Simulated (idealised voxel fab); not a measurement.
The process module presented herein is designated voxel lift off.
In the cross-section labelled cut, the width is 250 nm and each square cell is 5 nm.
Notation: cross-section as square-cell grid; stated in bands, top first, going down; one or more cell rows per band. What a band's entry tells you: where the top is and where the bottom is, as heights in nm, and after that what lies inside, material by material from left to right, each with its width in nm. Empty space is written as the word "air", and a single material marked with the word "full width" occupies the band from edge to edge. Heads up on the height convention: 0 is the point under which the incoming wafer is all one material, and the lowest band has no bottom, it just keeps going down, like "0..down". Graded width ("30->40"): value in top row of band = first number; value in bottom row = second number; row-to-row change constant. "nothing got changed" (step): cross-section cells unchanged, all of them. Each empty space that has no open way to the top and spans at least 8 cells appears under "Enclosed void list" as width x height at distance, the distance counted from the left edge, all in nm. Note: text after step settings on the step line = simulator remark on that step. overlay nm: step with mask; distance mask lay right of planned place; negative value = left of planned place. Everything after this point is organized in pairs: a cross-section before one process step, a cross-section after it that shows only as deep as the lowest changed band, and, under the pair, the intervening step with its settings. Because different runs of this module on the same starting wafer can supply different pairs, a pair continues from the pair above it only if its entry headed "Incoming profile" says so.

Incoming profile:
    0..down = Si full width
    Enclosed void list: none

Resultant Cross-Section:
    15..0 = SiN full width
    Below a height of 0, the structure has not been altered.
    Enclosed void list: none
Step applied between the pre-step and post-step cross-sections shown above: op CONFORMAL_DEP | material SiN | thk nm 15

Incoming profile: per the after cross-section of the pair just above.

Resultant Cross-Section:
    40..15 = resist 35 nm / air 30 nm / resist 20 nm / air 30 nm / resist 20 nm / air 30 nm / resist 20 nm / air 30 nm / resist 35 nm
    Below a height of 15, the structure has not been altered.
    Enclosed void list: none
Step applied between the pre-step and post-step cross-sections shown above: op PATTERN | tone open | mask id LINES | material resist | width nm 30 | pitch nm 50 | thk nm 25 | overlay nm 0

Incoming profile: per the after cross-section of the pair just above.

Resultant Cross-Section:
    55..40 = Ru 35 nm / air 30 nm / Ru 20 nm / air 30 nm / Ru 20 nm / air 30 nm / Ru 20 nm / air 30 nm / Ru 35 nm
    40..30 = resist 35 nm / air 30 nm / resist 20 nm / air 30 nm / resist 20 nm / air 30 nm / resist 20 nm / air 30 nm / resist 35 nm
    30..15 = resist 35 nm / Ru 30 nm / resist 20 nm / Ru 30 nm / resist 20 nm / Ru 30 nm / resist 20 nm / Ru 30 nm / resist 35 nm
    Below a height of 15, the structure has not been altered.
    Enclosed void list: none
Step applied between the pre-step and post-step cross-sections shown above: op DIRECTIONAL_DEP | material Ru | thk nm 15

Incoming profile: per the after cross-section of the pair just above.

Resultant Cross-Section:
    30..15 = air 35 nm / Ru 30 nm / air 20 nm / Ru 30 nm / air 20 nm / Ru 30 nm / air 20 nm / Ru 30 nm / air 35 nm
    Below a height of 15, the structure has not been altered.
    Enclosed void list: none
Step applied between the pre-step and post-step cross-sections shown above: op STRIP | etch materials resist

Incoming profile: per the after cross-section of the pair just above.

Resultant Cross-Section:
    40..30 = air 25 nm / SiCN 200 nm / air 25 nm
    30..25 = air 25 nm / SiCN 10 nm / Ru 30 nm / SiCN 20 nm / Ru 30 nm / SiCN 20 nm / Ru 30 nm / SiCN 20 nm / Ru 30 nm / SiCN 10 nm / air 25 nm
    25..15 = SiCN 35 nm / Ru 30 nm / SiCN 20 nm / Ru 30 nm / SiCN 20 nm / Ru 30 nm / SiCN 20 nm / Ru 30 nm / SiCN 35 nm
    Below a height of 15, the structure has not been altered.
    Enclosed void list: none
Step applied between the pre-step and post-step cross-sections shown above: op CONFORMAL_DEP | material SiCN | thk nm 10

Incoming profile:
    40..15 = resist 35 nm / air 30 nm / resist 20 nm / air 30 nm / resist 20 nm / air 30 nm / resist 20 nm / air 30 nm / resist 35 nm
    15..0 = SiN full width
    0..down = Si full width
    Enclosed void list: none

Resultant Cross-Section:
    15..0 = SiN full width
    Below a height of 0, the structure has not been altered.
    Enclosed void list: none
Step applied between the pre-step and post-step cross-sections shown above: op STRIP | etch materials resist

Incoming profile: per the after cross-section of the pair just above.

Resultant Cross-Section:
    25..15 = SiCN full width
    Below a height of 15, the structure has not been altered.
    Enclosed void list: none
Step applied between the pre-step and post-step cross-sections shown above: op CONFORMAL_DEP | material SiCN | thk nm 10

Incoming profile:
    15..0 = SiN full width
    0..down = Si full width
    Enclosed void list: none

Resultant Cross-Section:
    30..0 = SiN full width
    Below a height of 0, the structure has not been altered.
    Enclosed void list: none
Step applied between the pre-step and post-step cross-sections shown above: op CONFORMAL_DEP | material SiN | thk nm 15

Incoming profile: per the after cross-section of the pair just above.

Resultant Cross-Section:
    55..30 = resist 35 nm / air 30 nm / resist 20 nm / air 30 nm / resist 20 nm / air 30 nm / resist 20 nm / air 30 nm / resist 35 nm
    Below a height of 30, the structure has not been altered.
    Enclosed void list: none
Step applied between the pre-step and post-step cross-sections shown above: op PATTERN | tone open | mask id LINES | material resist | width nm 30 | pitch nm 50 | thk nm 25 | overlay nm 0

Incoming profile: per the after cross-section of the pair just above.

Resultant Cross-Section:
    70..55 = Ru 35 nm / air 30 nm / Ru 20 nm / air 30 nm / Ru 20 nm / air 30 nm / Ru 20 nm / air 30 nm / Ru 35 nm
    55..45 = resist 35 nm / air 30 nm / resist 20 nm / air 30 nm / resist 20 nm / air 30 nm / resist 20 nm / air 30 nm / resist 35 nm
    45..30 = resist 35 nm / Ru 30 nm / resist 20 nm / Ru 30 nm / resist 20 nm / Ru 30 nm / resist 20 nm / Ru 30 nm / resist 35 nm
    Below a height of 30, the structure has not been altered.
    Enclosed void list: none
Step applied between the pre-step and post-step cross-sections shown above: op DIRECTIONAL_DEP | material Ru | thk nm 15

Incoming profile: per the after cross-section of the pair just above.

Resultant Cross-Section:
    45..30 = air 35 nm / Ru 30 nm / air 20 nm / Ru 30 nm / air 20 nm / Ru 30 nm / air 20 nm / Ru 30 nm / air 35 nm
    Below a height of 30, the structure has not been altered.
    Enclosed void list: none
Step applied between the pre-step and post-step cross-sections shown above: op STRIP | etch materials resist

Incoming profile: per the after cross-section of the pair just above.

Resultant Cross-Section:
    55..45 = air 25 nm / SiCN 200 nm / air 25 nm
    45..40 = air 25 nm / SiCN 10 nm / Ru 30 nm / SiCN 20 nm / Ru 30 nm / SiCN 20 nm / Ru 30 nm / SiCN 20 nm / Ru 30 nm / SiCN 10 nm / air 25 nm
    40..30 = SiCN 35 nm / Ru 30 nm / SiCN 20 nm / Ru 30 nm / SiCN 20 nm / Ru 30 nm / SiCN 20 nm / Ru 30 nm / SiCN 35 nm
    Below a height of 30, the structure has not been altered.
    Enclosed void list: none
Step applied between the pre-step and post-step cross-sections shown above: op CONFORMAL_DEP | material SiCN | thk nm 10

Incoming profile:
    40..15 = resist 35 nm / air 30 nm / resist 20 nm / air 30 nm / resist 20 nm / air 30 nm / resist 20 nm / air 30 nm / resist 35 nm
    15..0 = SiN full width
    0..down = Si full width
    Enclosed void list: none

Resultant Cross-Section:
    45..40 = Ru 35 nm / air 30 nm / Ru 20 nm / air 30 nm / Ru 20 nm / air 30 nm / Ru 20 nm / air 30 nm / Ru 35 nm
    40..20 = resist 35 nm / air 30 nm / resist 20 nm / air 30 nm / resist 20 nm / air 30 nm / resist 20 nm / air 30 nm / resist 35 nm
    20..15 = resist 35 nm / Ru 30 nm / resist 20 nm / Ru 30 nm / resist 20 nm / Ru 30 nm / resist 20 nm / Ru 30 nm / resist 35 nm
    Below a height of 15, the structure has not been altered.
    Enclosed void list: none
Step applied between the pre-step and post-step cross-sections shown above: op DIRECTIONAL_DEP | material Ru | thk nm 5

Incoming profile: per the after cross-section of the pair just above.

Resultant Cross-Section:
    20..15 = air 35 nm / Ru 30 nm / air 20 nm / Ru 30 nm / air 20 nm / Ru 30 nm / air 20 nm / Ru 30 nm / air 35 nm
    Below a height of 15, the structure has not been altered.
    Enclosed void list: none
Step applied between the pre-step and post-step cross-sections shown above: op STRIP | etch materials resist

Incoming profile: per the after cross-section of the pair just above.

Resultant Cross-Section:
    30..25 = air 25 nm / SiCN 200 nm / air 25 nm
    25..20 = SiCN full width
    20..15 = SiCN 35 nm / Ru 30 nm / SiCN 20 nm / Ru 30 nm / SiCN 20 nm / Ru 30 nm / SiCN 20 nm / Ru 30 nm / SiCN 35 nm
    Below a height of 15, the structure has not been altered.
    Enclosed void list: none
Step applied between the pre-step and post-step cross-sections shown above: op CONFORMAL_DEP | material SiCN | thk nm 10

Incoming profile:
    15..0 = SiN full width
    0..down = Si full width
    Enclosed void list: none

Resultant Cross-Section:
    40..15 = resist 40 nm / air 20 nm / resist 30 nm / air 20 nm / resist 30 nm / air 20 nm / resist 30 nm / air 20 nm / resist 40 nm
    Below a height of 15, the structure has not been altered.
    Enclosed void list: none
Step applied between the pre-step and post-step cross-sections shown above: op PATTERN | tone open | mask id LINES | material resist | width nm 20 | pitch nm 50 | thk nm 25 | overlay nm 0

Incoming profile: per the after cross-section of the pair just above.

Resultant Cross-Section:
    55..40 = Ru 40 nm / air 20 nm / Ru 30 nm / air 20 nm / Ru 30 nm / air 20 nm / Ru 30 nm / air 20 nm / Ru 40 nm
    40..30 = resist 40 nm / air 20 nm / resist 30 nm / air 20 nm / resist 30 nm / air 20 nm / resist 30 nm / air 20 nm / resist 40 nm
    30..15 = resist 40 nm / Ru 20 nm / resist 30 nm / Ru 20 nm / resist 30 nm / Ru 20 nm / resist 30 nm / Ru 20 nm / resist 40 nm
    Below a height of 15, the structure has not been altered.
    Enclosed void list: none
Step applied between the pre-step and post-step cross-sections shown above: op DIRECTIONAL_DEP | material Ru | thk nm 15

Incoming profile: per the after cross-section of the pair just above.

Resultant Cross-Section:
    30..15 = air 40 nm / Ru 20 nm / air 30 nm / Ru 20 nm / air 30 nm / Ru 20 nm / air 30 nm / Ru 20 nm / air 40 nm
    Below a height of 15, the structure has not been altered.
    Enclosed void list: none
Step applied between the pre-step and post-step cross-sections shown above: op STRIP | etch materials resist

Incoming profile: per the after cross-section of the pair just above.

Resultant Cross-Section:
    40..30 = air 30 nm / SiCN 40 nm / air 10 nm / SiCN 40 nm / air 10 nm / SiCN 40 nm / air 10 nm / SiCN 40 nm / air 30 nm
    30..25 = air 30 nm / SiCN 10 nm / Ru 20 nm / SiCN 10 nm / air 10 nm / SiCN 10 nm / Ru 20 nm / SiCN 10 nm / air 10 nm / SiCN 10 nm / Ru 20 nm / SiCN 10 nm / air 10 nm / SiCN 10 nm / Ru 20 nm / SiCN 10 nm / air 30 nm
    25..15 = SiCN 40 nm / Ru 20 nm / SiCN 30 nm / Ru 20 nm / SiCN 30 nm / Ru 20 nm / SiCN 30 nm / Ru 20 nm / SiCN 40 nm
    Below a height of 15, the structure has not been altered.
    Enclosed void list: none
Step applied between the pre-step and post-step cross-sections shown above: op CONFORMAL_DEP | material SiCN | thk nm 10

Incoming profile:
    15..0 = SiN full width
    0..down = Si full width
    Enclosed void list: none

Resultant Cross-Section:
    40..15 = resist 30 nm / air 30 nm / resist 20 nm / air 30 nm / resist 20 nm / air 30 nm / resist 20 nm / air 30 nm / resist 40 nm
    Below a height of 15, the structure has not been altered.
    Enclosed void list: none
Step applied between the pre-step and post-step cross-sections shown above: op PATTERN | tone open | mask id LINES | material resist | width nm 30 | pitch nm 50 | thk nm 25 | overlay nm -5

Incoming profile: per the after cross-section of the pair just above.

Resultant Cross-Section:
    55..40 = Ru 30 nm / air 30 nm / Ru 20 nm / air 30 nm / Ru 20 nm / air 30 nm / Ru 20 nm / air 30 nm / Ru 40 nm
    40..30 = resist 30 nm / air 30 nm / resist 20 nm / air 30 nm / resist 20 nm / air 30 nm / resist 20 nm / air 30 nm / resist 40 nm
    30..15 = resist 30 nm / Ru 30 nm / resist 20 nm / Ru 30 nm / resist 20 nm / Ru 30 nm / resist 20 nm / Ru 30 nm / resist 40 nm
    Below a height of 15, the structure has not been altered.
    Enclosed void list: none
Step applied between the pre-step and post-step cross-sections shown above: op DIRECTIONAL_DEP | material Ru | thk nm 15

Incoming profile: per the after cross-section of the pair just above.

Resultant Cross-Section:
    30..15 = air 30 nm / Ru 30 nm / air 20 nm / Ru 30 nm / air 20 nm / Ru 30 nm / air 20 nm / Ru 30 nm / air 40 nm
    Below a height of 15, the structure has not been altered.
    Enclosed void list: none
Step applied between the pre-step and post-step cross-sections shown above: op STRIP | etch materials resist

Incoming profile: per the after cross-section of the pair just above.

Resultant Cross-Section:
    40..30 = air 20 nm / SiCN 200 nm / air 30 nm
    30..25 = air 20 nm / SiCN 10 nm / Ru 30 nm / SiCN 20 nm / Ru 30 nm / SiCN 20 nm / Ru 30 nm / SiCN 20 nm / Ru 30 nm / SiCN 10 nm / air 30 nm
    25..15 = SiCN 30 nm / Ru 30 nm / SiCN 20 nm / Ru 30 nm / SiCN 20 nm / Ru 30 nm / SiCN 20 nm / Ru 30 nm / SiCN 40 nm
    Below a height of 15, the structure has not been altered.
    Enclosed void list: none
Step applied between the pre-step and post-step cross-sections shown above: op CONFORMAL_DEP | material SiCN | thk nm 10

Incoming profile:
    30..15 = air 35 nm / Ru 30 nm / air 20 nm / Ru 30 nm / air 20 nm / Ru 30 nm / air 20 nm / Ru 30 nm / air 35 nm
    15..0 = SiN full width
    0..down = Si full width
    Enclosed void list: none

Resultant Cross-Section:
    40..30 = air 25 nm / SiN 200 nm / air 25 nm
    30..25 = air 25 nm / SiN 10 nm / Ru 30 nm / SiN 20 nm / Ru 30 nm / SiN 20 nm / Ru 30 nm / SiN 20 nm / Ru 30 nm / SiN 10 nm / air 25 nm
    25..15 = SiN 35 nm / Ru 30 nm / SiN 20 nm / Ru 30 nm / SiN 20 nm / Ru 30 nm / SiN 20 nm / Ru 30 nm / SiN 35 nm
    Below a height of 15, the structure has not been altered.
    Enclosed void list: none
Step applied between the pre-step and post-step cross-sections shown above: op CONFORMAL_DEP | material SiN | thk nm 10

Incoming profile:
    15..0 = SiN full width
    0..down = Si full width
    Enclosed void list: none

Resultant Cross-Section:
    40..15 = air 35 nm / resist 30 nm / air 20 nm / resist 30 nm / air 20 nm / resist 30 nm / air 20 nm / resist 30 nm / air 35 nm
    Below a height of 15, the structure has not been altered.
    Enclosed void list: none
Step applied between the pre-step and post-step cross-sections shown above: op PATTERN | tone cover | mask id LINES | material resist | width nm 30 | pitch nm 50 | thk nm 25 | overlay nm 0

Incoming profile: per the after cross-section of the pair just above.

Resultant Cross-Section:
    55..40 = air 35 nm / Ru 30 nm / air 20 nm / Ru 30 nm / air 20 nm / Ru 30 nm / air 20 nm / Ru 30 nm / air 35 nm
    40..30 = air 35 nm / resist 30 nm / air 20 nm / resist 30 nm / air 20 nm / resist 30 nm / air 20 nm / resist 30 nm / air 35 nm
    30..15 = Ru 35 nm / resist 30 nm / Ru 20 nm / resist 30 nm / Ru 20 nm / resist 30 nm / Ru 20 nm / resist 30 nm / Ru 35 nm
    Below a height of 15, the structure has not been altered.
    Enclosed void list: none
Step applied between the pre-step and post-step cross-sections shown above: op DIRECTIONAL_DEP | material Ru | thk nm 15

Incoming profile: per the after cross-section of the pair just above.

Resultant Cross-Section:
    30..15 = Ru 35 nm / air 30 nm / Ru 20 nm / air 30 nm / Ru 20 nm / air 30 nm / Ru 20 nm / air 30 nm / Ru 35 nm
    Below a height of 15, the structure has not been altered.
    Enclosed void list: none
Step applied between the pre-step and post-step cross-sections shown above: op STRIP | etch materials resist

Incoming profile: per the after cross-section of the pair just above.

Resultant Cross-Section:
    40..30 = SiCN 45 nm / air 10 nm / SiCN 40 nm / air 10 nm / SiCN 40 nm / air 10 nm / SiCN 40 nm / air 10 nm / SiCN 45 nm
    30..25 = Ru 35 nm / SiCN 10 nm / air 10 nm / SiCN 10 nm / Ru 20 nm / SiCN 10 nm / air 10 nm / SiCN 10 nm / Ru 20 nm / SiCN 10 nm / air 10 nm / SiCN 10 nm / Ru 20 nm / SiCN 10 nm / air 10 nm / SiCN 10 nm / Ru 35 nm
    25..15 = Ru 35 nm / SiCN 30 nm / Ru 20 nm / SiCN 30 nm / Ru 20 nm / SiCN 30 nm / Ru 20 nm / SiCN 30 nm / Ru 35 nm
    Below a height of 15, the structure has not been altered.
    Enclosed void list: none
Step applied between the pre-step and post-step cross-sections shown above: op CONFORMAL_DEP | material SiCN | thk nm 10
